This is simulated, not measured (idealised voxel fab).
process module | voxel tone inversion
cross-section cut | 275 nm wide | cells 5 nm
A cross-section is a grid of square cells, given in bands from the top down. A band is one or more rows of cells.
Each band's line starts with the height of the band's top and of its bottom, in nm. Then come its materials from left to right, each with its width in nm. One material with "throughout" fills the band from edge to edge. "air" is empty space.
Height 0 is the level under which the wafer as received is all one material. The lowest band goes on downwards, as in "0 down".
A width such as "30 to 40" changes by the same amount from each row of cells to the next, from the band's top row to its bottom row.
"no change" after a step means that no cell of the cross-section changed.
closed voids: empty space of 8 cells or more with no open way to the top, each as width x height at its distance from the left edge, in nm
after a step's settings: what the simulator itself notes on the step
overlay nm, on a step with a mask: how far to the right of its planned place the mask lay; to the left if negative
plan
1 op RECEIVE | material Si
2 op CONFORMAL_DEP | material SiN | thk nm 10
3 op DIRECTIONAL_DEP | material aC | thk nm 15
4 op PATTERN | tone cover | mask id POSTS | material resist | width nm 25 | pitch nm 45 | thk nm 20 | overlay nm 0
5 op DIRECTIONAL_ETCH | etch materials aC | depth nm 15
6 op STRIP | etch materials resist
7 op FILL_DEP | material SiO2 | thk nm 5
8 op CMP | height nm 25
9 op STRIP | etch materials aC
10 op CONFORMAL_DEP | material TiN | thk nm 5
11 op FILL_DEP | material Cu | thk nm 5
12 op CMP | height nm 25
13 op CONFORMAL_DEP | material SiN | thk nm 5
as received, after step 1
  0 down: Si throughout
  closed voids: none
a wafer at the end: this start, this plan, one mistake
  30 to 25: SiN throughout
  25 to 15: SiO2 60 | TiN 5 | Cu 15 | TiN 5 | SiO2 20 | TiN 5 | Cu 15 | TiN 5 | SiO2 20 | TiN 5 | Cu 15 | TiN 5 | SiO2 20 | TiN 5 | Cu 15 | TiN 5 | SiO2 55
  15 to 10: SiO2 60 | TiN 25 | SiO2 20 | TiN 25 | SiO2 20 | TiN 25 | SiO2 20 | TiN 25 | SiO2 55
  10 to 0: SiN throughout
  0 down: Si throughout
  closed voids: none
what went wrong: step 4 ran as: op PATTERN | tone cover | mask id POSTS | material resist | width nm 25 | pitch nm 45 | thk nm 20 | overlay nm 5
